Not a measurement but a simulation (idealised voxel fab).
process module | voxel wiring stack
cross-section cut | 275 nm wide | cells 5 nm
A cross-section is a grid of square cells, given in bands from the top down. A band is one or more rows of cells.
Each band's line starts with the height of the band's top and of its bottom, in nm. Then come its materials from left to right, each with its width in nm. One material with "throughout" fills the band from edge to edge. "air" is empty space.
Height 0 is the level under which the wafer as received is all one material. The lowest band goes on downwards, as in "0 down".
A width such as "30 to 40" changes by the same amount from each row of cells to the next, from the band's top row to its bottom row.
"no change" after a step means that no cell of the cross-section changed.
closed voids: empty space of 8 cells or more with no open way to the top, each as width x height at its distance from the left edge, in nm
after a step's settings: what the simulator itself notes on the step
overlay nm, on a step with a mask: how far to the right of its planned place the mask lay; to the left if negative
Each pair below shows a cross-section before one step and the cross-section after it, down to the lowest band that changed. The line under each pair gives the step between them, with its settings. The pairs can come from different runs of this module on the same starting wafer, so a pair continues from the pair above only where its "before" says so.
before
  150 to 130: resist 65 | air 15 | resist 65 | air 15 | resist 115
  130 to 120: aC 65 | air 15 | resist 10 | aC 15 | resist 25 | aC 15 | air 15 | resist 10 | aC 15 | resist 25 | aC 65
  120 to 110: SiO2 65 | air 15 | resist 10 | SiO2 15 | resist 25 | SiO2 15 | air 15 | resist 10 | SiO2 15 | resist 25 | SiO2 65
  110 to 100: SiO2 65 | air 15 | aC 10 | SiO2 15 | aC 25 | SiO2 15 | air 15 | aC 10 | SiO2 15 | aC 25 | SiO2 65
  100 to 85: SiO2 throughout
  85 to 80: SiCN throughout
  80 to 75: SiCN 60 | Ru 35 | SiCN 5 | Ru 35 | SiCN 5 | Ru 35 | SiCN 5 | Ru 35 | SiCN 60
  75 to 70: SiO2 65 | TiN 5 | Cu 15 | TiN 5 | SiO2 15 | TiN 5 | Cu 15 | TiN 5 | SiO2 15 | TiN 5 | Cu 15 | TiN 5 | SiO2 15 | TiN 5 | Cu 15 | TiN 5 | SiO2 65
  70 to 65: SiN 65 | TiN 25 | SiN 15 | TiN 25 | SiN 15 | TiN 25 | SiN 15 | TiN 25 | SiN 65
  65 to 55: SiN throughout
  55 to 40: lowk 65 | Ru 15 | lowk 25 | Ru 15 | lowk 25 | Ru 15 | lowk 25 | Ru 15 | lowk 75
  40 to 35: SiCN 65 | Ru 15 | SiCN 25 | Ru 15 | SiCN 25 | Ru 15 | SiCN 25 | Ru 15 | SiCN 75
  35 to 20: lowk 65 | Ru 25 | lowk 15 | Ru 25 | lowk 15 | Ru 25 | lowk 15 | Ru 25 | lowk 65
  20 to 15: lowk 65 | TiN 25 | lowk 15 | TiN 25 | lowk 15 | TiN 25 | lowk 15 | TiN 25 | lowk 65
  15 to 0: SiO2 throughout
  0 down: Si throughout
  closed voids: none
after
  130 to 120: aC 65 | air 25 | aC 15 | air 25 | aC 15 | air 25 | aC 15 | air 25 | aC 65
  120 to 110: SiO2 65 | air 25 | SiO2 15 | air 25 | SiO2 15 | air 25 | SiO2 15 | air 25 | SiO2 65
  below 110: unchanged
  closed voids: none
the step between: op STRIP | etch materials resist
before: the cross-section after the pair above
after
  130 to 120: aC 65 | air 25 | aC 15 | air 25 | aC 15 | air 25 | aC 15 | air 25 | aC 65
  120 to 110: SiO2 65 | air 25 | SiO2 15 | air 25 | SiO2 15 | air 25 | SiO2 15 | air 25 | SiO2 65
  110 to 100: SiO2 65 | air 15 | aC 10 | SiO2 15 | aC 25 | SiO2 15 | air 15 | aC 10 | SiO2 15 | aC 25 | SiO2 65
  100 to 85: SiO2 65 | air 15 | SiO2 65 | air 15 | SiO2 115
  below 85: unchanged
  closed voids: none
the step between: op DIRECTIONAL_ETCH | etch materials SiO2 | depth nm 15
before: the cross-section after the pair above
after
  130 to 120: aC 65 | air 25 | aC 15 | air 25 | aC 15 | air 25 | aC 15 | air 25 | aC 65
  120 to 110: SiO2 65 | air 25 | SiO2 15 | air 25 | SiO2 15 | air 25 | SiO2 15 | air 25 | SiO2 65
  110 to 100: SiO2 65 | air 15 | aC 10 | SiO2 15 | aC 25 | SiO2 15 | air 15 | aC 10 | SiO2 15 | aC 25 | SiO2 65
  100 to 85: SiO2 65 | air 15 | SiO2 65 | air 15 | SiO2 115
  85 to 80: SiCN 65 | air 15 | SiCN 65 | air 15 | SiCN 115
  below 80: unchanged
  closed voids: none
the step between: op DIRECTIONAL_ETCH | etch materials SiCN | depth nm 5
before: the cross-section after the pair above
after
  120 to 100: SiO2 65 | air 25 | SiO2 15 | air 25 | SiO2 15 | air 25 | SiO2 15 | air 25 | SiO2 65
  below 100: unchanged
  closed voids: none
the step between: op STRIP | etch materials aC
before: the cross-section after the pair above
after
  125 to 120: TiN 70 | air 15 | TiN 25 | air 15 | TiN 25 | air 15 | TiN 25 | air 15 | TiN 70
  120 to 105: SiO2 65 | TiN 5 | air 15 | TiN 5 | SiO2 15 | TiN 5 | air 15 | TiN 5 | SiO2 15 | TiN 5 | air 15 | TiN 5 | SiO2 15 | TiN 5 | air 15 | TiN 5 | SiO2 65
  105 to 100: SiO2 65 | TiN 5 | air 5 | TiN 15 | SiO2 15 | TiN 25 | SiO2 15 | TiN 5 | air 5 | TiN 15 | SiO2 15 | TiN 25 | SiO2 65
  100 to 85: SiO2 65 | TiN 5 | air 5 | TiN 5 | SiO2 65 | TiN 5 | air 5 | TiN 5 | SiO2 115
  85 to 80: SiCN 65 | TiN 15 | SiCN 65 | TiN 15 | SiCN 115
  below 80: unchanged
  closed voids: none
the step between: op CONFORMAL_DEP | material TiN | thk nm 5
before: the cross-section after the pair above
after
  130 to 125: Cu throughout
  125 to 120: TiN 70 | Cu 15 | TiN 25 | Cu 15 | TiN 25 | Cu 15 | TiN 25 | Cu 15 | TiN 70
  120 to 105: SiO2 65 | TiN 5 | Cu 15 | TiN 5 | SiO2 15 | TiN 5 | Cu 15 | TiN 5 | SiO2 15 | TiN 5 | Cu 15 | TiN 5 | SiO2 15 | TiN 5 | Cu 15 | TiN 5 | SiO2 65
  105 to 100: SiO2 65 | TiN 5 | Cu 5 | TiN 15 | SiO2 15 | TiN 25 | SiO2 15 | TiN 5 | Cu 5 | TiN 15 | SiO2 15 | TiN 25 | SiO2 65
  100 to 85: SiO2 65 | TiN 5 | Cu 5 | TiN 5 | SiO2 65 | TiN 5 | Cu 5 | TiN 5 | SiO2 115
  below 85: unchanged
  closed voids: none
the step between: op FILL_DEP | material Cu | thk nm 5
before: the cross-section after the pair above
after
  120 to 105: SiO2 65 | TiN 5 | Cu 15 | TiN 5 | SiO2 15 | TiN 5 | Cu 15 | TiN 5 | SiO2 15 | TiN 5 | Cu 15 | TiN 5 | SiO2 15 | TiN 5 | Cu 15 | TiN 5 | SiO2 65
  below 105: unchanged
  closed voids: none
the step between: op CMP | height nm 120
before: the cross-section after the pair above
after
  125 to 120: SiN throughout
  below 120: unchanged
  closed voids: none
the step between: op CONFORMAL_DEP | material SiN | thk nm 5
before
  130 to 120: aC 65 | air 25 | aC 15 | air 25 | aC 15 | air 25 | aC 15 | air 25 | aC 65
  120 to 110: SiO2 65 | air 25 | SiO2 15 | air 25 | SiO2 15 | air 25 | SiO2 15 | air 25 | SiO2 65
  110 to 100: SiO2 65 | aC 25 | SiO2 15 | aC 25 | SiO2 15 | aC 25 | SiO2 15 | aC 25 | SiO2 65
  100 to 85: SiO2 throughout
  85 to 80: SiCN throughout
  80 to 75: SiCN 60 | Ru 35 | SiCN 5 | Ru 35 | SiCN 5 | Ru 35 | SiCN 5 | Ru 35 | SiCN 60
  75 to 60: SiO2 65 | TiN 5 | Cu 15 | TiN 5 | SiO2 15 | TiN 5 | Cu 15 | TiN 5 | SiO2 15 | TiN 5 | Cu 15 | TiN 5 | SiO2 15 | TiN 5 | Cu 15 | TiN 5 | SiO2 65
  60 to 55: SiN 65 | TiN 25 | SiN 15 | TiN 25 | SiN 15 | TiN 25 | SiN 15 | TiN 25 | SiN 65
  55 to 40: lowk 65 | Ru 15 | lowk 25 | Ru 15 | lowk 25 | Ru 15 | lowk 25 | Ru 15 | lowk 75
  40 to 35: SiCN 65 | Ru 15 | SiCN 25 | Ru 15 | SiCN 25 | Ru 15 | SiCN 25 | Ru 15 | SiCN 75
  35 to 20: lowk 65 | Ru 25 | lowk 15 | Ru 25 | lowk 15 | Ru 25 | lowk 15 | Ru 25 | lowk 65
  20 to 15: lowk 65 | TiN 25 | lowk 15 | TiN 25 | lowk 15 | TiN 25 | lowk 15 | TiN 25 | lowk 65
  15 to 0: SiO2 throughout
  0 down: Si throughout
  closed voids: none
after
  160 to 130: resist 60 | air 25 | resist 55 | air 25 | resist 110
  130 to 120: aC 65 | air 20 | resist 5 | aC 15 | resist 25 | aC 15 | air 20 | resist 5 | aC 15 | resist 25 | aC 65
  120 to 110: SiO2 65 | air 20 | resist 5 | SiO2 15 | resist 25 | SiO2 15 | air 20 | resist 5 | SiO2 15 | resist 25 | SiO2 65
  below 110: unchanged
  closed voids: none
the step between: op PATTERN | tone open | mask id METAL_3_HOLES | material resist | width nm 25 | pitch nm 80 | thk nm 30 | overlay nm 0
before: the cross-section after the pair above
after
  150 to 130: resist 60 | air 25 | resist 55 | air 25 | resist 110
  130 to 120: aC 60 | air 25 | resist 5 | aC 15 | resist 25 | aC 10 | air 25 | resist 5 | aC 15 | resist 25 | aC 65
  120 to 110: SiO2 65 | air 20 | resist 5 | SiO2 15 | resist 25 | SiO2 15 | air 20 | resist 5 | SiO2 15 | resist 25 | SiO2 65
  110 to 100: SiO2 65 | air 20 | aC 5 | SiO2 15 | aC 25 | SiO2 15 | air 20 | aC 5 | SiO2 15 | aC 25 | SiO2 65
  below 100: unchanged
  closed voids: none
the step between: op DIRECTIONAL_ETCH | etch materials aC | depth nm 10
before: the cross-section after the pair above
after
  130 to 120: aC 60 | air 30 | aC 15 | air 25 | aC 10 | air 30 | aC 15 | air 25 | aC 65
  120 to 110: SiO2 65 | air 25 | SiO2 15 | air 25 | SiO2 15 | air 25 | SiO2 15 | air 25 | SiO2 65
  below 110: unchanged
  closed voids: none
the step between: op STRIP | etch materials resist
before: the cross-section after the pair above
after
  130 to 120: aC 60 | air 30 | aC 15 | air 25 | aC 10 | air 30 | aC 15 | air 25 | aC 65
  120 to 110: SiO2 60 | air 30 | SiO2 15 | air 25 | SiO2 10 | air 30 | SiO2 15 | air 25 | SiO2 65
  110 to 100: SiO2 60 to 65 | air 25 to 20 | aC 5 | SiO2 15 | aC 25 | SiO2 10 to 15 | air 25 to 20 | aC 5 | SiO2 15 | aC 25 | SiO2 65
  100 to 85: SiO2 65 | air 20 | SiO2 60 | air 20 | SiO2 110
  below 85: unchanged
  closed voids: none
the step between: op DIRECTIONAL_ETCH | etch materials SiO2 | depth nm 15
before: the cross-section after the pair above
after
  130 to 120: aC 60 | air 30 | aC 15 | air 25 | aC 10 | air 30 | aC 15 | air 25 | aC 65
  120 to 110: SiO2 60 | air 30 | SiO2 15 | air 25 | SiO2 10 | air 30 | SiO2 15 | air 25 | SiO2 65
  110 to 100: SiO2 60 to 65 | air 25 to 20 | aC 5 | SiO2 15 | aC 25 | SiO2 10 to 15 | air 25 to 20 | aC 5 | SiO2 15 | aC 25 | SiO2 65
  100 to 85: SiO2 65 | air 20 | SiO2 60 | air 20 | SiO2 110
  85 to 80: SiCN 65 | air 20 | SiCN 60 | air 20 | SiCN 110
  below 80: unchanged
  closed voids: none
the step between: op DIRECTIONAL_ETCH | etch materials SiCN | depth nm 5
before: the cross-section after the pair above
after
  120 to 105: SiO2 60 | air 30 | SiO2 15 | air 25 | SiO2 10 | air 30 | SiO2 15 | air 25 | SiO2 65
  105 to 100: SiO2 65 | air 25 | SiO2 15 | air 25 | SiO2 15 | air 25 | SiO2 15 | air 25 | SiO2 65
  below 100: unchanged
  closed voids: none
the step between: op STRIP | etch materials aC
before: the cross-section after the pair above
after
  125 to 120: TiN 65 | air 20 | TiN 25 | air 15 | TiN 20 | air 20 | TiN 25 | air 15 | TiN 70
  120 to 110: SiO2 60 | TiN 5 | air 20 | TiN 5 | SiO2 15 | TiN 5 | air 15 | TiN 5 | SiO2 10 | TiN 5 | air 20 | TiN 5 | SiO2 15 | TiN 5 | air 15 | TiN 5 | SiO2 65
  110 to 105: SiO2 60 | TiN 10 | air 15 | TiN 5 | SiO2 15 | TiN 5 | air 15 | TiN 5 | SiO2 10 | TiN 10 | air 15 | TiN 5 | SiO2 15 | TiN 5 | air 15 | TiN 5 | SiO2 65
  105 to 100: SiO2 65 | TiN 5 | air 10 | TiN 10 | SiO2 15 | TiN 25 | SiO2 15 | TiN 5 | air 10 | TiN 10 | SiO2 15 | TiN 25 | SiO2 65
  100 to 85: SiO2 65 | TiN 5 | air 10 | TiN 5 | SiO2 60 | TiN 5 | air 10 | TiN 5 | SiO2 110
  85 to 80: SiCN 65 | TiN 20 | SiCN 60 | TiN 20 | SiCN 110
  below 80: unchanged
  closed voids: none
the step between: op CONFORMAL_DEP | material TiN | thk nm 5
before: the cross-section after the pair above
after
  130 to 125: Cu throughout
  125 to 120: TiN 65 | Cu 20 | TiN 25 | Cu 15 | TiN 20 | Cu 20 | TiN 25 | Cu 15 | TiN 70
  120 to 110: SiO2 60 | TiN 5 | Cu 20 | TiN 5 | SiO2 15 | TiN 5 | Cu 15 | TiN 5 | SiO2 10 | TiN 5 | Cu 20 | TiN 5 | SiO2 15 | TiN 5 | Cu 15 | TiN 5 | SiO2 65
  110 to 105: SiO2 60 | TiN 10 | Cu 15 | TiN 5 | SiO2 15 | TiN 5 | Cu 15 | TiN 5 | SiO2 10 | TiN 10 | Cu 15 | TiN 5 | SiO2 15 | TiN 5 | Cu 15 | TiN 5 | SiO2 65
  105 to 100: SiO2 65 | TiN 5 | Cu 10 | TiN 10 | SiO2 15 | TiN 25 | SiO2 15 | TiN 5 | Cu 10 | TiN 10 | SiO2 15 | TiN 25 | SiO2 65
  100 to 85: SiO2 65 | TiN 5 | Cu 10 | TiN 5 | SiO2 60 | TiN 5 | Cu 10 | TiN 5 | SiO2 110
  below 85: unchanged
  closed voids: none
the step between: op FILL_DEP | material Cu | thk nm 5
before: the cross-section after the pair above
after
  120 to 110: SiO2 60 | TiN 5 | Cu 20 | TiN 5 | SiO2 15 | TiN 5 | Cu 15 | TiN 5 | SiO2 10 | TiN 5 | Cu 20 | TiN 5 | SiO2 15 | TiN 5 | Cu 15 | TiN 5 | SiO2 65
  below 110: unchanged
  closed voids: none
the step between: op CMP | height nm 120
before: the cross-section after the pair above
after
  125 to 120: SiN throughout
  below 120: unchanged
  closed voids: none
the step between: op CONFORMAL_DEP | material SiN | thk nm 5
before
  50 to 35: aC throughout
  35 to 20: Ru throughout
  20 to 15: TiN throughout
  15 to 0: SiO2 throughout
  0 down: Si throughout
  closed voids: none
after
  85 to 50: air 55 | resist 25 | air 15 | resist 25 | air 15 | resist 25 | air 15 | resist 25 | air 75
  below 50: unchanged
  closed voids: none
the step between: op PATTERN | tone cover | mask id METAL_1 | material resist | width nm 25 | pitch nm 40 | thk nm 35 | overlay nm -10
before: the cross-section after the pair above
after
  70 to 50: air 55 | resist 25 | air 15 | resist 25 | air 15 | resist 25 | air 15 | resist 25 | air 75
  50 to 35: air 55 | aC 25 | air 15 | aC 25 | air 15 | aC 25 | air 15 | aC 25 | air 75
  below 35: unchanged
  closed voids: none
the step between: op DIRECTIONAL_ETCH | etch materials aC | depth nm 15
before: the cross-section after the pair above
after
  50 to 35: air 55 | aC 25 | air 15 | aC 25 | air 15 | aC 25 | air 15 | aC 25 | air 75
  below 35: unchanged
  closed voids: none
the step between: op STRIP | etch materials resist
before: the cross-section after the pair above
after
  50 to 35: air 55 | aC 25 | air 15 | aC 25 | air 15 | aC 25 | air 15 | aC 25 | air 75
  35 to 20: air 55 | Ru 25 | air 15 | Ru 25 | air 15 | Ru 25 | air 15 | Ru 25 | air 75
  below 20: unchanged
  closed voids: none
the step between: op DIRECTIONAL_ETCH | etch materials Ru | depth nm 15
before: the cross-section after the pair above
after
  50 to 35: air 55 | aC 25 | air 15 | aC 25 | air 15 | aC 25 | air 15 | aC 25 | air 75
  35 to 20: air 55 | Ru 25 | air 15 | Ru 25 | air 15 | Ru 25 | air 15 | Ru 25 | air 75
  20 to 15: air 55 | TiN 25 | air 15 | TiN 25 | air 15 | TiN 25 | air 15 | TiN 25 | air 75
  below 15: unchanged
  closed voids: none
the step between: op DIRECTIONAL_ETCH | etch materials TiN | depth nm 5
before: the cross-section after the pair above
after
  35 to 20: air 55 | Ru 25 | air 15 | Ru 25 | air 15 | Ru 25 | air 15 | Ru 25 | air 75
  below 20: unchanged
  closed voids: none
the step between: op STRIP | etch materials aC
before: the cross-section after the pair above
after
  40 to 35: lowk throughout
  35 to 20: lowk 55 | Ru 25 | lowk 15 | Ru 25 | lowk 15 | Ru 25 | lowk 15 | Ru 25 | lowk 75
  20 to 15: lowk 55 | TiN 25 | lowk 15 | TiN 25 | lowk 15 | TiN 25 | lowk 15 | TiN 25 | lowk 75
  below 15: unchanged
  closed voids: none
the step between: op FILL_DEP | material lowk | thk nm 5
before: the cross-section after the pair above
after
  35 to 20: lowk 55 | Ru 25 | lowk 15 | Ru 25 | lowk 15 | Ru 25 | lowk 15 | Ru 25 | lowk 75
  below 20: unchanged
  closed voids: none
the step between: op CMP | height nm 35
before: the cross-section after the pair above
after
  40 to 35: SiCN throughout
  below 35: unchanged
  closed voids: none
the step between: op CONFORMAL_DEP | material SiCN | thk nm 5
before: the cross-section after the pair above
after
  55 to 40: lowk throughout
  below 40: unchanged
  closed voids: none
the step between: op DIRECTIONAL_DEP | material lowk | thk nm 15
before: the cross-section after the pair above
after
  70 to 55: aC throughout
  below 55: unchanged
  closed voids: none
the step between: op DIRECTIONAL_DEP | material aC | thk nm 15
before: the cross-section after the pair above
after
  105 to 70: resist 65 | air 15 | resist 25 | air 15 | resist 25 | air 15 | resist 25 | air 15 | resist 75
  below 70: unchanged
  closed voids: none
the step between: op PATTERN | tone open | mask id PLUG_1 | material resist | width nm 15 | pitch nm 40 | thk nm 35 | overlay nm 0
before: the cross-section after the pair above
after
  90 to 70: resist 65 | air 15 | resist 25 | air 15 | resist 25 | air 15 | resist 25 | air 15 | resist 75
  70 to 55: aC 65 | air 15 | aC 25 | air 15 | aC 25 | air 15 | aC 25 | air 15 | aC 75
  below 55: unchanged
  closed voids: none
the step between: op DIRECTIONAL_ETCH | etch materials aC | depth nm 15
before: the cross-section after the pair above
after
  70 to 55: aC 65 | air 15 | aC 25 | air 15 | aC 25 | air 15 | aC 25 | air 15 | aC 75
  below 55: unchanged
  closed voids: none
the step between: op STRIP | etch materials resist
before: the cross-section after the pair above
after
  70 to 55: aC 65 | air 15 | aC 25 | air 15 | aC 25 | air 15 | aC 25 | air 15 | aC 75
  55 to 40: lowk 65 | air 15 | lowk 25 | air 15 | lowk 25 | air 15 | lowk 25 | air 15 | lowk 75
  below 40: unchanged
  closed voids: none
the step between: op DIRECTIONAL_ETCH | etch materials lowk | depth nm 15
before: the cross-section after the pair above
after
  70 to 55: aC 65 | air 15 | aC 25 | air 15 | aC 25 | air 15 | aC 25 | air 15 | aC 75
  55 to 40: lowk 65 | air 15 | lowk 25 | air 15 | lowk 25 | air 15 | lowk 25 | air 15 | lowk 75
  40 to 35: SiCN 65 | air 15 | SiCN 25 | air 15 | SiCN 25 | air 15 | SiCN 25 | air 15 | SiCN 75
  below 35: unchanged
  closed voids: none
the step between: op DIRECTIONAL_ETCH | etch materials SiCN | depth nm 5
before: the cross-section after the pair above
after
  55 to 40: lowk 65 | air 15 | lowk 25 | air 15 | lowk 25 | air 15 | lowk 25 | air 15 | lowk 75
  below 40: unchanged
  closed voids: none
the step between: op STRIP | etch materials aC
before: the cross-section after the pair above
after
  55 to 45: lowk 65 | air 15 | lowk 25 | air 15 | lowk 25 | air 15 | lowk 25 | air 15 | lowk 75
  45 to 40: lowk 65 | Ru 15 | lowk 25 | Ru 15 | lowk 25 | Ru 15 | lowk 25 | Ru 15 | lowk 75
  40 to 35: SiCN 65 | Ru 15 | SiCN 25 | Ru 15 | SiCN 25 | Ru 15 | SiCN 25 | Ru 15 | SiCN 75
  below 35: unchanged
  closed voids: none
the step between: op EPI | material Ru | thk nm 10
before: the cross-section after the pair above
after
  55 to 40: lowk 65 | Ru 15 | lowk 25 | Ru 15 | lowk 25 | Ru 15 | lowk 25 | Ru 15 | lowk 75
  below 40: unchanged
  closed voids: none
the step between: op EPI | material Ru | thk nm 10
before: the cross-section after the pair above
after
  60 to 55: SiN throughout
  below 55: unchanged
  closed voids: none
the step between: op CONFORMAL_DEP | material SiN | thk nm 5
before: the cross-section after the pair above
after
  75 to 60: SiO2 throughout
  below 60: unchanged
  closed voids: none
the step between: op DIRECTIONAL_DEP | material SiO2 | thk nm 15
before: the cross-section after the pair above
after
  75 to 60: SiO2 65 | air 25 | SiO2 15 | air 25 | SiO2 15 | air 25 | SiO2 15 | air 25 | SiO2 65
  below 60: unchanged
  closed voids: none
the step between: op MASKED_ETCH | tone open | mask id METAL_2 | width nm 25 | pitch nm 40 | etch materials SiO2 | depth nm 15 | overlay nm 0
before: the cross-section after the pair above
after
  75 to 60: SiO2 65 | air 25 | SiO2 15 | air 25 | SiO2 15 | air 25 | SiO2 15 | air 25 | SiO2 65
  60 to 55: SiN 65 | air 25 | SiN 15 | air 25 | SiN 15 | air 25 | SiN 15 | air 25 | SiN 65
  below 55: unchanged
  closed voids: none
the step between: op MASKED_ETCH | tone open | mask id METAL_2 | width nm 25 | pitch nm 40 | etch materials SiN | depth nm 5 | overlay nm 0
before: the cross-section after the pair above
after
  80 to 75: TiN 70 | air 15 | TiN 25 | air 15 | TiN 25 | air 15 | TiN 25 | air 15 | TiN 70
  75 to 60: SiO2 65 | TiN 5 | air 15 | TiN 5 | SiO2 15 | TiN 5 | air 15 | TiN 5 | SiO2 15 | TiN 5 | air 15 | TiN 5 | SiO2 15 | TiN 5 | air 15 | TiN 5 | SiO2 65
  60 to 55: SiN 65 | TiN 25 | SiN 15 | TiN 25 | SiN 15 | TiN 25 | SiN 15 | TiN 25 | SiN 65
  below 55: unchanged
  closed voids: none
the step between: op CONFORMAL_DEP | material TiN | thk nm 5
before: the cross-section after the pair above
after
  85 to 80: Cu throughout
  80 to 75: TiN 70 | Cu 15 | TiN 25 | Cu 15 | TiN 25 | Cu 15 | TiN 25 | Cu 15 | TiN 70
  75 to 60: SiO2 65 | TiN 5 | Cu 15 | TiN 5 | SiO2 15 | TiN 5 | Cu 15 | TiN 5 | SiO2 15 | TiN 5 | Cu 15 | TiN 5 | SiO2 15 | TiN 5 | Cu 15 | TiN 5 | SiO2 65
  below 60: unchanged
  closed voids: none
the step between: op FILL_DEP | material Cu | thk nm 5
before: the cross-section after the pair above
after
  75 to 60: SiO2 65 | TiN 5 | Cu 15 | TiN 5 | SiO2 15 | TiN 5 | Cu 15 | TiN 5 | SiO2 15 | TiN 5 | Cu 15 | TiN 5 | SiO2 15 | TiN 5 | Cu 15 | TiN 5 | SiO2 65
  below 60: unchanged
  closed voids: none
the step between: op CMP | height nm 75
before: the cross-section after the pair above
after
  80 to 75: air 60 | Ru 35 | air 5 | Ru 35 | air 5 | Ru 35 | air 5 | Ru 35 | air 60
  below 75: unchanged
  closed voids: none
the step between: op EPI | material Ru | thk nm 5
before: the cross-section after the pair above
after
  85 to 80: SiCN throughout
  80 to 75: SiCN 60 | Ru 35 | SiCN 5 | Ru 35 | SiCN 5 | Ru 35 | SiCN 5 | Ru 35 | SiCN 60
  below 75: unchanged
  closed voids: none
the step between: op FILL_DEP | material SiCN | thk nm 5
before: the cross-section after the pair above
after
  120 to 85: SiO2 throughout
  below 85: unchanged
  closed voids: none
the step between: op DIRECTIONAL_DEP | material SiO2 | thk nm 35
before: the cross-section after the pair above
after
  120 to 100: SiO2 65 | air 25 | SiO2 15 | air 25 | SiO2 15 | air 25 | SiO2 15 | air 25 | SiO2 65
  below 100: unchanged
  closed voids: none
the step between: op MASKED_ETCH | tone open | mask id METAL_3 | width nm 25 | pitch nm 40 | etch materials SiO2 | depth nm 20 | overlay nm 0
before: the cross-section after the pair above
after
  130 to 120: aC 65 | air 25 | aC 15 | air 25 | aC 15 | air 25 | aC 15 | air 25 | aC 65
  120 to 110: SiO2 65 | air 25 | SiO2 15 | air 25 | SiO2 15 | air 25 | SiO2 15 | air 25 | SiO2 65
  110 to 100: SiO2 65 | aC 25 | SiO2 15 | aC 25 | SiO2 15 | aC 25 | SiO2 15 | aC 25 | SiO2 65
  below 100: unchanged
  closed voids: none
the step between: op DIRECTIONAL_DEP | material aC | thk nm 10
before: the cross-section after the pair above
after
  160 to 130: resist 65 | air 15 | resist 65 | air 15 | resist 115
  130 to 120: aC 65 | air 15 | resist 10 | aC 15 | resist 25 | aC 15 | air 15 | resist 10 | aC 15 | resist 25 | aC 65
  120 to 110: SiO2 65 | air 15 | resist 10 | SiO2 15 | resist 25 | SiO2 15 | air 15 | resist 10 | SiO2 15 | resist 25 | SiO2 65
  below 110: unchanged
  closed voids: none
the step between: op PATTERN | tone open | mask id METAL_3_HOLES | material resist | width nm 15 | pitch nm 80 | thk nm 30 | overlay nm 0
before: the cross-section after the pair above
after
  150 to 130: resist 65 | air 15 | resist 65 | air 15 | resist 115
  130 to 120: aC 65 | air 15 | resist 10 | aC 15 | resist 25 | aC 15 | air 15 | resist 10 | aC 15 | resist 25 | aC 65
  120 to 110: SiO2 65 | air 15 | resist 10 | SiO2 15 | resist 25 | SiO2 15 | air 15 | resist 10 | SiO2 15 | resist 25 | SiO2 65
  110 to 100: SiO2 65 | air 15 | aC 10 | SiO2 15 | aC 25 | SiO2 15 | air 15 | aC 10 | SiO2 15 | aC 25 | SiO2 65
  below 100: unchanged
  closed voids: none
the step between: op DIRECTIONAL_ETCH | etch materials aC | depth nm 10
before: the cross-section after the pair above
after
  130 to 120: aC 65 | air 25 | aC 15 | air 25 | aC 15 | air 25 | aC 15 | air 25 | aC 65
  120 to 110: SiO2 65 | air 25 | SiO2 15 | air 25 | SiO2 15 | air 25 | SiO2 15 | air 25 | SiO2 65
  below 110: unchanged
  closed voids: none
the step between: op STRIP | etch materials resist
before: the cross-section after the pair above
after
  130 to 120: aC 65 | air 25 | aC 15 | air 25 | aC 15 | air 25 | aC 15 | air 25 | aC 65
  120 to 110: SiO2 65 | air 25 | SiO2 15 | air 25 | SiO2 15 | air 25 | SiO2 15 | air 25 | SiO2 65
  110 to 100: SiO2 65 | air 15 | aC 10 | SiO2 15 | aC 25 | SiO2 15 | air 15 | aC 10 | SiO2 15 | aC 25 | SiO2 65
  100 to 85: SiO2 65 | air 15 | SiO2 65 | air 15 | SiO2 115
  below 85: unchanged
  closed voids: none
the step between: op DIRECTIONAL_ETCH | etch materials SiO2 | depth nm 15
before: the cross-section after the pair above
after
  130 to 120: aC 65 | air 25 | aC 15 | air 25 | aC 15 | air 25 | aC 15 | air 25 | aC 65
  120 to 110: SiO2 65 | air 25 | SiO2 15 | air 25 | SiO2 15 | air 25 | SiO2 15 | air 25 | SiO2 65
  110 to 100: SiO2 65 | air 15 | aC 10 | SiO2 15 | aC 25 | SiO2 15 | air 15 | aC 10 | SiO2 15 | aC 25 | SiO2 65
  100 to 85: SiO2 65 | air 15 | SiO2 65 | air 15 | SiO2 115
  85 to 80: SiCN 65 | air 15 | SiCN 65 | air 15 | SiCN 115
  below 80: unchanged
  closed voids: none
the step between: op DIRECTIONAL_ETCH | etch materials SiCN | depth nm 5
before: the cross-section after the pair above
after
  120 to 100: SiO2 65 | air 25 | SiO2 15 | air 25 | SiO2 15 | air 25 | SiO2 15 | air 25 | SiO2 65
  below 100: unchanged
  closed voids: none
the step between: op STRIP | etch materials aC
before: the cross-section after the pair above
after
  125 to 120: TiN 70 | air 15 | TiN 25 | air 15 | TiN 25 | air 15 | TiN 25 | air 15 | TiN 70
  120 to 105: SiO2 65 | TiN 5 | air 15 | TiN 5 | SiO2 15 | TiN 5 | air 15 | TiN 5 | SiO2 15 | TiN 5 | air 15 | TiN 5 | SiO2 15 | TiN 5 | air 15 | TiN 5 | SiO2 65
  105 to 100: SiO2 65 | TiN 5 | air 5 | TiN 15 | SiO2 15 | TiN 25 | SiO2 15 | TiN 5 | air 5 | TiN 15 | SiO2 15 | TiN 25 | SiO2 65
  100 to 85: SiO2 65 | TiN 5 | air 5 | TiN 5 | SiO2 65 | TiN 5 | air 5 | TiN 5 | SiO2 115
  85 to 80: SiCN 65 | TiN 15 | SiCN 65 | TiN 15 | SiCN 115
  below 80: unchanged
  closed voids: none
the step between: op CONFORMAL_DEP | material TiN | thk nm 5
before: the cross-section after the pair above
after
  130 to 125: Cu throughout
  125 to 120: TiN 70 | Cu 15 | TiN 25 | Cu 15 | TiN 25 | Cu 15 | TiN 25 | Cu 15 | TiN 70
  120 to 105: SiO2 65 | TiN 5 | Cu 15 | TiN 5 | SiO2 15 | TiN 5 | Cu 15 | TiN 5 | SiO2 15 | TiN 5 | Cu 15 | TiN 5 | SiO2 15 | TiN 5 | Cu 15 | TiN 5 | SiO2 65
  105 to 100: SiO2 65 | TiN 5 | Cu 5 | TiN 15 | SiO2 15 | TiN 25 | SiO2 15 | TiN 5 | Cu 5 | TiN 15 | SiO2 15 | TiN 25 | SiO2 65
  100 to 85: SiO2 65 | TiN 5 | Cu 5 | TiN 5 | SiO2 65 | TiN 5 | Cu 5 | TiN 5 | SiO2 115
  below 85: unchanged
  closed voids: none
the step between: op FILL_DEP | material Cu | thk nm 5
before: the cross-section after the pair above
after
  120 to 105: SiO2 65 | TiN 5 | Cu 15 | TiN 5 | SiO2 15 | TiN 5 | Cu 15 | TiN 5 | SiO2 15 | TiN 5 | Cu 15 | TiN 5 | SiO2 15 | TiN 5 | Cu 15 | TiN 5 | SiO2 65
  below 105: unchanged
  closed voids: none
the step between: op CMP | height nm 120
before: the cross-section after the pair above
after
  125 to 120: SiN throughout
  below 120: unchanged
  closed voids: none
the step between: op CONFORMAL_DEP | material SiN | thk nm 5
